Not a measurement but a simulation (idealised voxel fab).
This section sets out a process module, namely voxel gate over fins.
Shown is cross-section cut, with a width of 300 nm and square cells of size 5 nm.
Format of a cross-section: grid, square cells. Given as bands. Order: top down. Band: one or more rows of cells.
Basically the band line says how high the top is and how high the bottom is, in nm, and then what's in it from left to right, every material with its width in nm. Empty space shows up as "air", and if a single material carries "everywhere" it runs the full band edge to edge.
Measure heights from 0. That's the level where, below it, the as-received wafer is all one material. The lowest band is bottomless and extends downward; write it as in "from 0 down".
Width spec "30..40" -> top row of cells at first value, bottom row at second value, equal per-row change in between.
Basically "nothing altered" means that step didn't change any cell in the cross-section.
Empty spaces counting at least 8 cells and having no open way to the top are listed in "Closed voids list". The notation width x height at distance is used for each, the distance being from the left edge and all three values in nm.
The remark found on a step's line after its settings is issued by the simulator itself and pertains to that step.
Regarding "overlay nm": on a step with a mask, it is the distance the mask lay to the right of its planned place; a negative value places it to the left.

[The steps planned for the process are as follows]
- 1: RECEIVE, material Si
- 2: CONFORMAL_DEP, material SiN, thk nm 5
- 3: DIRECTIONAL_DEP, material aC, thk nm 10
- 4: PATTERN, tone cover, mask id FINS, material resist, width nm 15, pitch nm 50, thk nm 25, overlay nm 0
- 5: DIRECTIONAL_ETCH, etch materials aC, depth nm 10
- 6: STRIP, etch materials resist
- 7: DIRECTIONAL_ETCH, etch materials SiN, depth nm 5
- 8: DIRECTIONAL_ETCH, etch materials Si, depth nm 40
- 9: STRIP, etch materials aC
- 10: OXIDIZE, depth nm 5
- 11: FILL_DEP, material SiO2, thk nm 15
- 12: CMP, height nm 5
- 13: PATTERN, tone open, mask id RAIL, material resist, width nm 15, thk nm 20, overlay nm 0
- 14: DIRECTIONAL_ETCH, etch materials SiO2, depth nm 40
- 15: STRIP, etch materials resist
- 16: CONFORMAL_DEP, material TiN, thk nm 5
- 17: FILL_DEP, material W, thk nm 5
- 18: CMP, height nm 5
- 19: SELECTIVE_ETCH, etch materials W Ru TiN, depth nm 30
- 20: FILL_DEP, material SiO2, thk nm 5
- 21: CMP, height nm 5
- 22: SELECTIVE_ETCH, etch materials SiO2, depth nm 20
- 23: STRIP, etch materials SiN
- 24: CONFORMAL_DEP, material HfO2, thk nm 5
- 25: CONFORMAL_DEP, material TiN, thk nm 5
- 26: CONFORMAL_DEP, material TiAl, thk nm 5
- 27: CONFORMAL_DEP, material TiN, thk nm 5
- 28: FILL_DEP, material W, thk nm 10
- 29: CMP, height nm 25
- 30: CONFORMAL_DEP, material SiCN, thk nm 5
Every wafer here starts from the same state; it is the step 4 width nm that distinguishes them, and the value the plan gives belongs to the first wafer.

[Sectional view: first of several wafers, as received, after step 1]
from 0 down | Si everywhere
Closed voids list: none

[Here is the cross-section of the first of several wafers at the end of the module, after its last step, step 30]
from 30 to 25 | SiCN everywhere
from 25 to 20 | W everywhere
from 20 to 15 | W: 75 | TiN: 45 | W: 5 | TiN: 45 | W: 5 | TiN: 45 | W: 80
from 15 to 10 | W: 75 | TiN: 5 | TiAl: 35 | TiN: 5 | W: 5 | TiN: 5 | TiAl: 35 | TiN: 5 | W: 5 | TiN: 5 | TiAl: 35 | TiN: 5 | W: 80
from 10 to 5 | W: 75 | TiN: 5 | TiAl: 5 | TiN: 25 | TiAl: 5 | TiN: 5 | W: 5 | TiN: 5 | TiAl: 5 | TiN: 25 | TiAl: 5 | TiN: 5 | W: 5 | TiN: 5 | TiAl: 5 | TiN: 25 | TiAl: 5 | TiN: 5 | W: 80
from 5 to 0 | TiN: 80 | TiAl: 5 | TiN: 5 | HfO2: 15 | TiN: 5 | TiAl: 5 | TiN: 15 | TiAl: 5 | TiN: 5 | HfO2: 15 | TiN: 5 | TiAl: 5 | TiN: 15 | TiAl: 5 | TiN: 5 | HfO2: 15 | TiN: 5 | TiAl: 5 | TiN: 85
from 0 to -5 | TiAl: 85 | TiN: 5 | HfO2: 5 | Si: 5 | HfO2: 5 | TiN: 5 | TiAl: 25 | TiN: 5 | HfO2: 5 | Si: 5 | HfO2: 5 | TiN: 5 | TiAl: 25 | TiN: 5 | HfO2: 5 | Si: 5 | HfO2: 5 | TiN: 5 | TiAl: 90
from -5 to -10 | TiN: 90 | HfO2: 5 | Si: 5 | HfO2: 5 | TiN: 35 | HfO2: 5 | Si: 5 | HfO2: 5 | TiN: 35 | HfO2: 5 | Si: 5 | HfO2: 5 | TiN: 95
from -10 to -15 | HfO2: 95 | Si: 5 | HfO2: 45 | Si: 5 | HfO2: 45 | Si: 5 | HfO2: 100
from -15 to -25 | SiO2: 95 | Si: 5 | SiO2: 45 | Si: 5 | SiO2: 45 | Si: 5 | SiO2: 100
from -25 to -30 | SiO2: 95 | Si: 5 | SiO2: 15 | TiN: 5 | W: 5 | TiN: 5 | SiO2: 15 | Si: 5 | SiO2: 45 | Si: 5 | SiO2: 100
from -30 to -35 | SiO2: 95 | Si: 5 | SiO2: 15 | TiN: 15 | SiO2: 15 | Si: 5 | SiO2: 45 | Si: 5 | SiO2: 100
from -35 to -45 | SiO2: 95 | Si: 5 | SiO2: 45 | Si: 5 | SiO2: 45 | Si: 5 | SiO2: 100
from -45 down | Si everywhere
Closed voids list: none

[Cross-section of the last wafer at end of module]
from 30 to 25 | SiCN everywhere
from 25 to 20 | W everywhere
from 20 to 15 | W: 70 | TiN: 160 | W: 70
from 15 to 10 | W: 70 | TiN: 5 | TiAl: 150 | TiN: 5 | W: 70
from 10 to 5 | W: 70 | TiN: 5 | TiAl: 5 | TiN: 40 | TiAl: 10 | TiN: 40 | TiAl: 10 | TiN: 40 | TiAl: 5 | TiN: 5 | W: 70
from 5 to 0 | TiN: 75 | TiAl: 5 | TiN: 5 | HfO2: 30 | TiN: 5 | TiAl: 10 | TiN: 5 | HfO2: 30 | TiN: 5 | TiAl: 10 | TiN: 5 | HfO2: 30 | TiN: 5 | TiAl: 5 | TiN: 75
from 0 to -5 | TiAl: 80 | TiN: 5 | HfO2: 5 | Si: 20 | HfO2: 5 | TiN: 5 | TiAl: 10 | TiN: 5 | HfO2: 5 | Si: 20 | HfO2: 5 | TiN: 5 | TiAl: 10 | TiN: 5 | HfO2: 5 | Si: 20 | HfO2: 5 | TiN: 5 | TiAl: 80
from -5 to -10 | TiN: 85 | HfO2: 5 | Si: 20 | HfO2: 5 | TiN: 20 | HfO2: 5 | Si: 20 | HfO2: 5 | TiN: 20 | HfO2: 5 | Si: 20 | HfO2: 5 | TiN: 85
from -10 to -15 | HfO2: 90 | Si: 20 | HfO2: 30 | Si: 20 | HfO2: 30 | Si: 20 | HfO2: 90
from -15 to -25 | SiO2: 90 | Si: 20 | SiO2: 30 | Si: 20 | SiO2: 30 | Si: 20 | SiO2: 90
from -25 to -30 | SiO2: 90 | Si: 20 | SiO2: 5 | TiN: 5 | W: 5 | TiN: 5 | SiO2: 10 | Si: 20 | SiO2: 30 | Si: 20 | SiO2: 90
from -30 to -35 | SiO2: 90 | Si: 20 | SiO2: 5 | TiN: 15 | SiO2: 10 | Si: 20 | SiO2: 30 | Si: 20 | SiO2: 90
from -35 to -45 | SiO2: 90 | Si: 20 | SiO2: 30 | Si: 20 | SiO2: 30 | Si: 20 | SiO2: 90
from -45 down | Si everywhere
Closed voids list: none

[Rows = wafers. At module end, each row lists per material the cells gained (+) or lost (-) since the wafer was received, then the closed voids]
width nm 15; +78 HfO2; -513 Si; +60 SiCN; +336 SiO2; +78 TiAl; +161 TiN; +160 W; Closed voids list: none
width nm 20; +78 HfO2; -486 Si; +60 SiCN; +318 SiO2; +78 TiAl; +161 TiN; +151 W; Closed voids list: none
width nm 25; +78 HfO2; -459 Si; +60 SiCN; +300 SiO2; +78 TiAl; +155 TiN; +148 W; Closed voids list: none
width nm 30; +78 HfO2; -432 Si; +60 SiCN; +282 SiO2; +78 TiAl; +149 TiN; +145 W; Closed voids list: none
